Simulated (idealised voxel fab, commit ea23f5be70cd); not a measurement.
Presented below is a process module, voxel ribs on slabs.
The width of the displayed cross-section, cut, is 165 nm; its cells are square, with a size of 5 nm.
Bands, listed from the top down, are how a cross-section gets written in this document; the cross-section itself is a grid of square cells, and a band is one or more rows of them.
Quick guide to a band line: top height, bottom height (nm) up front; then every material left to right with its width in nm. Only one material and it's marked "edge to edge"? Then it fills the band edge to edge. And "air" just means empty space.
Height reference: 0 = level under which incoming wafer is all one material. Lowest band: no bottom, runs on downward, e.g. "z 0 and below".
So if you see something like "30->40" for the width, read it as the top row of the band sitting at the first number and the bottom row at the second, with every row in between moving by the same amount as the last.
"no modification", as given for a step, is the statement that not any cell of the cross-section underwent a change during that step.
"Sealed void listing": empty spaces of 8 cells or more with no open way to the top, each given as width x height at distance, distance from the left edge, all in nm.
Read whatever lies past the settings on a step's line as the simulator's own remark about the step.
When a step includes a mask, the "overlay nm" setting on its line states how far to the right of its planned place that mask lay, and negative values state how far to the left.
[Steps planned for the process]
step 1: RECEIVE: material Si
step 2: DIRECTIONAL_DEP: material SiO2, thk nm 25
step 3: DIRECTIONAL_DEP: material SiN, thk nm 15
step 4: MASKED_ETCH: tone cover, mask id RIB, width nm 25, etch materials SiN, depth nm 5, overlay nm 0
step 5: PATTERN: tone cover, mask id SLAB, material resist, width nm 55, thk nm 20, overlay nm 0
step 6: DIRECTIONAL_ETCH: etch materials SiN, depth nm 10
step 7: STRIP: etch materials resist
step 8: FILL_DEP: material SiO2, thk nm 15
step 9: CMP: height nm 50
step 10: DIRECTIONAL_DEP: material TiN, thk nm 5
step 11: PATTERN: tone cover, mask id HEATER, material resist, width nm 25, thk nm 20, overlay nm 0
step 12: DIRECTIONAL_ETCH: etch materials TiN, depth nm 5
step 13: STRIP: etch materials resist
step 14: CONFORMAL_DEP: material SiN, thk nm 10
Across this set of wafers, the varied parameter is the width nm of step 11. Starting conditions are identical for every wafer, and the plan reports the value assigned to the first wafer.
[Cross-sectional view of the first of several wafers in the as-received condition, corresponding to the state following step 1]
> z 0 and below: Si edge to edge
> Sealed void listing: none
[Module end state after final step 14: cross-section of the first of several wafers]
> z 65 to 60: 60 nm air  45 nm SiN  60 nm air
> z 60 to 55: SiN edge to edge
> z 55 to 50: 70 nm SiN  25 nm TiN  70 nm SiN
> z 50 to 40: SiO2 edge to edge
> z 40 to 35: 70 nm SiO2  25 nm SiN  70 nm SiO2
> z 35 to 25: 55 nm SiO2  55 nm SiN  55 nm SiO2
> z 25 to 0: SiO2 edge to edge
> z 0 and below: Si edge to edge
> Sealed void listing: none
[Final wafer of several, shown in cross-section at the end of the module]
> z 65 to 60: 50 nm air  70 nm SiN  45 nm air
> z 60 to 55: SiN edge to edge
> z 55 to 50: 60 nm SiN  50 nm TiN  55 nm SiN
> z 50 to 40: SiO2 edge to edge
> z 40 to 35: 70 nm SiO2  25 nm SiN  70 nm SiO2
> z 35 to 25: 55 nm SiO2  55 nm SiN  55 nm SiO2
> z 25 to 0: SiO2 edge to edge
> z 0 and below: Si edge to edge
> Sealed void listing: none
[So in this table every wafer gets its own row, and what you see is where it stands at the end of the module: for each material, how many cells it picked up (+) or gave up (-) since we received it, and after that its closed voids]
width nm 25; +97 SiN; +303 SiO2; +5 TiN; Sealed void listing: none
width nm 30; +97 SiN; +303 SiO2; +6 TiN; Sealed void listing: none
width nm 35; +97 SiN; +303 SiO2; +7 TiN; Sealed void listing: none
width nm 40; +97 SiN; +303 SiO2; +8 TiN; Sealed void listing: none
width nm 45; +97 SiN; +303 SiO2; +9 TiN; Sealed void listing: none
width nm 50; +97 SiN; +303 SiO2; +10 TiN; Sealed void listing: none
